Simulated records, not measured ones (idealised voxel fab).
process module | voxel self aligned contacts
cross-section cut | 230 nm wide | cells 5 nm
A cross-section is a grid of square cells, given in bands from the top down. A band is one or more rows of cells.
Each band's line starts with the height of the band's top and of its bottom, in nm. Then come its materials from left to right, each with its width in nm. One material with "throughout" fills the band from edge to edge. "air" is empty space.
Height 0 is the level under which the wafer as received is all one material. The lowest band goes on downwards, as in "0 down".
A width such as "30 to 40" changes by the same amount from each row of cells to the next, from the band's top row to its bottom row.
"no change" after a step means that no cell of the cross-section changed.
closed voids: empty space of 8 cells or more with no open way to the top, each as width x height at its distance from the left edge, in nm
after a step's settings: what the simulator itself notes on the step
overlay nm, on a step with a mask: how far to the right of its planned place the mask lay; to the left if negative
plan
1 op RECEIVE | material Si
2 op OXIDIZE | depth nm 5
3 op DIRECTIONAL_DEP | material polySi | thk nm 20
4 op DIRECTIONAL_DEP | material SiN | thk nm 25
5 op PATTERN | tone cover | mask id GATE | material resist | width nm 35 | pitch nm 70 | thk nm 15 | overlay nm 0
6 op DIRECTIONAL_ETCH | etch materials SiN | depth nm 25
7 op DIRECTIONAL_ETCH | etch materials polySi | depth nm 20
8 op STRIP | etch materials resist
9 op CONFORMAL_DEP | material SiN | thk nm 10
10 op DIRECTIONAL_ETCH | etch materials SiN | depth nm 10
11 op FILL_DEP | material SiO2 | thk nm 10
12 op CMP | height nm 50
13 op DIRECTIONAL_DEP | material aC | thk nm 15
14 op PATTERN | tone open | mask id CONTACT | material resist | width nm 55 | pitch nm 70 | thk nm 35 | overlay nm 0
15 op DIRECTIONAL_ETCH | etch materials aC | depth nm 15
16 op STRIP | etch materials resist
17 op DIRECTIONAL_ETCH | etch materials SiO2 | depth nm 55
18 op STRIP | etch materials aC
19 op CONFORMAL_DEP | material TiN | thk nm 5
20 op FILL_DEP | material W | thk nm 5
21 op CMP | height nm 50
22 op CONFORMAL_DEP | material SiN | thk nm 5
as received, after step 1
  0 down: Si throughout
  closed voids: none
a wafer at the end: this start, this plan, one mistake
  55 to 50: SiN throughout
  50 to 45: SiO2 50 | TiN 25 | W 5 | TiN 25 | SiO2 15 | TiN 25 | W 5 | TiN 25 | SiO2 55
  45 to 20: SiO2 15 | SiN 55 | TiN 5 | W 5 | TiN 5 | SiN 55 | TiN 5 | W 5 | TiN 5 | SiN 55 | SiO2 20
  20 to 5: SiO2 15 | SiN 10 | polySi 35 | SiN 10 | TiN 5 | W 5 | TiN 5 | SiN 10 | polySi 35 | SiN 10 | TiN 5 | W 5 | TiN 5 | SiN 10 | polySi 35 | SiN 10 | SiO2 20
  5 to 0: SiO2 15 | SiN 10 | polySi 35 | SiN 10 | TiN 15 | SiN 10 | polySi 35 | SiN 10 | TiN 15 | SiN 10 | polySi 35 | SiN 10 | SiO2 20
  0 down: Si throughout
  closed voids: none
what went wrong: step 2 was left out
